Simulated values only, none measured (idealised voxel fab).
process module | voxel double patterning
cross-section cut | 295 nm wide | cells 5 nm
A cross-section is a grid of square cells, given in bands from the top down. A band is one or more rows of cells.
Each band's line starts with the height of the band's top and of its bottom, in nm. Then come its materials from left to right, each with its width in nm. One material with "throughout" fills the band from edge to edge. "air" is empty space.
Height 0 is the level under which the wafer as received is all one material. The lowest band goes on downwards, as in "0 down".
A width such as "30 to 40" changes by the same amount from each row of cells to the next, from the band's top row to its bottom row.
"no change" after a step means that no cell of the cross-section changed.
closed voids: empty space of 8 cells or more with no open way to the top, each as width x height at its distance from the left edge, in nm
after a step's settings: what the simulator itself notes on the step
overlay nm, on a step with a mask: how far to the right of its planned place the mask lay; to the left if negative
plan
1 op RECEIVE | material Si
2 op CONFORMAL_DEP | material SiN | thk nm 5
3 op DIRECTIONAL_DEP | material SiO2 | thk nm 15
4 op DIRECTIONAL_DEP | material SiCN | thk nm 10
5 op MASKED_ETCH | tone open | mask id FIRST | width nm 15 | pitch nm 50 | etch materials SiCN | depth nm 10 | overlay nm 0
6 op MASKED_ETCH | tone open | mask id SECOND | width nm 15 | etch materials SiCN | depth nm 10 | overlay nm 0
7 op DIRECTIONAL_ETCH | etch materials SiO2 | depth nm 15
8 op STRIP | etch materials SiCN
varied across the wafers: width nm of step 5. The plan shows the first wafer's value. All wafers start alike
first wafer as received, after step 1
  0 down: Si throughout
  closed voids: none
first wafer at the end, after step 8
  20 to 5: SiO2 115 | air 15 | SiO2 10 | air 15 | SiO2 10 | air 15 | SiO2 115
  5 to 0: SiN throughout
  0 down: Si throughout
  closed voids: none
last wafer at the end
  20 to 5: SiO2 110 | air 45 | SiO2 5 | air 30 | SiO2 105
  5 to 0: SiN throughout
  0 down: Si throughout
  closed voids: none
each wafer at the end: cells of each material gained (+) or lost (-) since it was received, then its closed voids
width nm 15 | +59 SiN | +150 SiO2 | closed voids: none
width nm 20 | +59 SiN | +144 SiO2 | closed voids: none
width nm 25 | +59 SiN | +138 SiO2 | closed voids: none
width nm 30 | +59 SiN | +132 SiO2 | closed voids: none
